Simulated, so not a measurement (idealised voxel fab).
The following is a process module called voxel wiring stack.
We display cut, a cross-section 205 nm in width whose square cells are each 5 nm.
The cross-sections in this document take the form of a grid made of square cells. They are written out as bands, in order from top to bottom. Each band consists of one or more rows of cells. Band: top and bottom heights (nm) first, top before bottom; then materials from left to right, widths in nm. "edge to edge" marks a sole material filling the band edge to edge. "air" denotes empty space. A quick word on heights: they are counted from 0, and under that level the wafer as it came to us is one material throughout. The lowest band is different from the rest in having no bottom; it simply continues downward, written as in "0 and below". Note: "30 to 40" means the width goes from the first number (top row of the band) to the second number (bottom row) in equal steps per row of cells. For the purposes of this document, the phrase "stayed the same" attached to a step denotes that no cell within the cross-section was modified by that step. If an empty space has no open way to the top and is at least 8 cells in size, "Voids, enclosed" lists it, written width x height at distance, where distance is measured from the left edge and every value is in nm. Heads up: the bit after the settings on a step's line is the simulator's remark on that step. Regarding "overlay nm": on a step with a mask, it is the distance the mask lay to the right of its planned place; a negative value places it to the left.
### So here's the lineup of process steps we planned
1) op RECEIVE | material Si
2) op CONFORMAL_DEP | material SiO2 | thk nm 15
3) op DIRECTIONAL_DEP | material TiN | thk nm 5
4) op DIRECTIONAL_DEP | material W | thk nm 20
5) op PATTERN | tone cover | mask id METAL_1 | material resist | width nm 30 | pitch nm 45 | thk nm 15 | overlay nm 0
6) op DIRECTIONAL_ETCH | etch materials W | depth nm 20
7) op DIRECTIONAL_ETCH | etch materials TiN | depth nm 5
8) op STRIP | etch materials resist
9) op FILL_DEP | material lowk | thk nm 10
10) op CMP | height nm 40
11) op CONFORMAL_DEP | material SiCN | thk nm 5
12) op DIRECTIONAL_DEP | material lowk | thk nm 15
13) op DIRECTIONAL_DEP | material aC | thk nm 15
14) op PATTERN | tone open | mask id PLUG_1 | material resist | width nm 15 | pitch nm 45 | thk nm 30 | overlay nm 0
15) op DIRECTIONAL_ETCH | etch materials aC | depth nm 15
16) op STRIP | etch materials resist
17) op DIRECTIONAL_ETCH | etch materials lowk | depth nm 15
18) op DIRECTIONAL_ETCH | etch materials SiCN | depth nm 5
19) op STRIP | etch materials aC
20) op EPI | material Ru | thk nm 10
21) op EPI | material Ru | thk nm 10
22) op DIRECTIONAL_DEP | material TiN | thk nm 5
23) op DIRECTIONAL_DEP | material Ru | thk nm 25
24) op PATTERN | tone cover | mask id METAL_2 | material resist | width nm 30 | pitch nm 45 | thk nm 15 | overlay nm 0
25) op DIRECTIONAL_ETCH | etch materials Ru | depth nm 25
26) op DIRECTIONAL_ETCH | etch materials TiN | depth nm 5
27) op STRIP | etch materials resist
28) op FILL_DEP | material SiO2 | thk nm 10
29) op CMP | height nm 90
30) op CONFORMAL_DEP | material SiCN | thk nm 5
31) op DIRECTIONAL_DEP | material SiO2 | thk nm 15
32) op DIRECTIONAL_DEP | material aC | thk nm 15
33) op PATTERN | tone open | mask id PLUG_2 | material resist | width nm 15 | pitch nm 90 | thk nm 35 | overlay nm 0
34) op DIRECTIONAL_ETCH | etch materials aC | depth nm 15
35) op STRIP | etch materials resist
36) op DIRECTIONAL_ETCH | etch materials SiO2 | depth nm 15
37) op DIRECTIONAL_ETCH | etch materials SiCN | depth nm 5
38) op STRIP | etch materials aC
39) op CONFORMAL_DEP | material TiN | thk nm 5
40) op FILL_DEP | material Ru | thk nm 5
41) op CMP | height nm 110
42) op DIRECTIONAL_DEP | material TiN | thk nm 5
43) op DIRECTIONAL_DEP | material Ru | thk nm 15
44) op MASKED_ETCH | tone cover | mask id METAL_3 | width nm 30 | pitch nm 45 | etch materials Ru | depth nm 15 | overlay nm 0
45) op MASKED_ETCH | tone cover | mask id METAL_3 | width nm 30 | pitch nm 45 | etch materials TiN | depth nm 5 | overlay nm 0
46) op CONFORMAL_DEP | material SiCN | thk nm 5
47) op FILL_DEP | material SiO2 | thk nm 5
48) op CMP | height nm 130
49) op CONFORMAL_DEP | material SiN | thk nm 5
### Cross-section of the incoming wafer, state after step 1
    0 and below | Si edge to edge
    Voids, enclosed: none
### First wafer of two, sectioned at end of module; run went per plan
    135 down to 130 | SiN edge to edge
    130 down to 115 | SiO2: 15 / SiCN: 5 / Ru: 30 / SiCN: 5 / SiO2: 5 / SiCN: 5 / Ru: 30 / SiCN: 5 / SiO2: 5 / SiCN: 5 / Ru: 30 / SiCN: 5 / SiO2: 5 / SiCN: 5 / Ru: 30 / SiCN: 5 / SiO2: 15
    115 down to 110 | SiCN: 20 / TiN: 30 / SiCN: 15 / TiN: 30 / SiCN: 15 / TiN: 30 / SiCN: 15 / TiN: 30 / SiCN: 20
    110 down to 95 | SiO2: 20 / TiN: 5 / Ru: 5 / TiN: 5 / SiO2: 75 / TiN: 5 / Ru: 5 / TiN: 5 / SiO2: 80
    95 down to 90 | SiCN: 20 / TiN: 15 / SiCN: 75 / TiN: 15 / SiCN: 80
    90 down to 65 | SiO2: 20 / Ru: 30 / SiO2: 15 / Ru: 30 / SiO2: 15 / Ru: 30 / SiO2: 15 / Ru: 30 / SiO2: 20
    65 down to 60 | SiO2: 20 / TiN: 30 / SiO2: 15 / TiN: 30 / SiO2: 15 / TiN: 30 / SiO2: 15 / TiN: 30 / SiO2: 20
    60 down to 45 | lowk: 20 / Ru: 15 / lowk: 30 / Ru: 15 / lowk: 30 / Ru: 15 / lowk: 30 / Ru: 15 / lowk: 35
    45 down to 40 | SiCN: 20 / Ru: 15 / SiCN: 30 / Ru: 15 / SiCN: 30 / Ru: 15 / SiCN: 30 / Ru: 15 / SiCN: 35
    40 down to 20 | lowk: 20 / W: 30 / lowk: 15 / W: 30 / lowk: 15 / W: 30 / lowk: 15 / W: 30 / lowk: 20
    20 down to 15 | lowk: 20 / TiN: 30 / lowk: 15 / TiN: 30 / lowk: 15 / TiN: 30 / lowk: 15 / TiN: 30 / lowk: 20
    15 down to 0 | SiO2 edge to edge
    0 and below | Si edge to edge
    Voids, enclosed: none
### End of module, second wafer, cross-section. Started like the first, planned like the first, run with one mistake
    135 down to 130 | SiN edge to edge
    130 down to 115 | SiO2: 15 / SiCN: 5 / Ru: 30 / SiCN: 5 / SiO2: 5 / SiCN: 5 / Ru: 30 / SiCN: 5 / SiO2: 5 / SiCN: 5 / Ru: 30 / SiCN: 5 / SiO2: 5 / SiCN: 5 / Ru: 30 / SiCN: 5 / SiO2: 15
    115 down to 110 | SiCN: 20 / TiN: 30 / SiCN: 15 / TiN: 30 / SiCN: 15 / TiN: 30 / SiCN: 15 / TiN: 30 / SiCN: 20
    110 down to 95 | SiO2: 30 / TiN: 5 / Ru: 5 / TiN: 5 / SiO2: 75 / TiN: 5 / Ru: 5 / TiN: 5 / SiO2: 70
    95 down to 90 | SiCN: 30 / TiN: 15 / SiCN: 75 / TiN: 15 / SiCN: 70
    90 down to 65 | SiO2: 20 / Ru: 30 / SiO2: 15 / Ru: 30 / SiO2: 15 / Ru: 30 / SiO2: 15 / Ru: 30 / SiO2: 20
    65 down to 60 | SiO2: 20 / TiN: 30 / SiO2: 15 / TiN: 30 / SiO2: 15 / TiN: 30 / SiO2: 15 / TiN: 30 / SiO2: 20
    60 down to 45 | lowk: 20 / Ru: 15 / lowk: 30 / Ru: 15 / lowk: 30 / Ru: 15 / lowk: 30 / Ru: 15 / lowk: 35
    45 down to 40 | SiCN: 20 / Ru: 15 / SiCN: 30 / Ru: 15 / SiCN: 30 / Ru: 15 / SiCN: 30 / Ru: 15 / SiCN: 35
    40 down to 20 | lowk: 20 / W: 30 / lowk: 15 / W: 30 / lowk: 15 / W: 30 / lowk: 15 / W: 30 / lowk: 20
    20 down to 15 | lowk: 20 / TiN: 30 / lowk: 15 / TiN: 30 / lowk: 15 / TiN: 30 / lowk: 15 / TiN: 30 / lowk: 20
    15 down to 0 | SiO2 edge to edge
    0 and below | Si edge to edge
    Voids, enclosed: none
what went wrong: heads up, step 33 didn't go per plan, it actually ran as op PATTERN | tone open | mask id PLUG_2 | material resist | width nm 15 | pitch nm 90 | thk nm 35 | overlay nm 10
Final wafers compared: equal cell tally per material, rearranged layout.
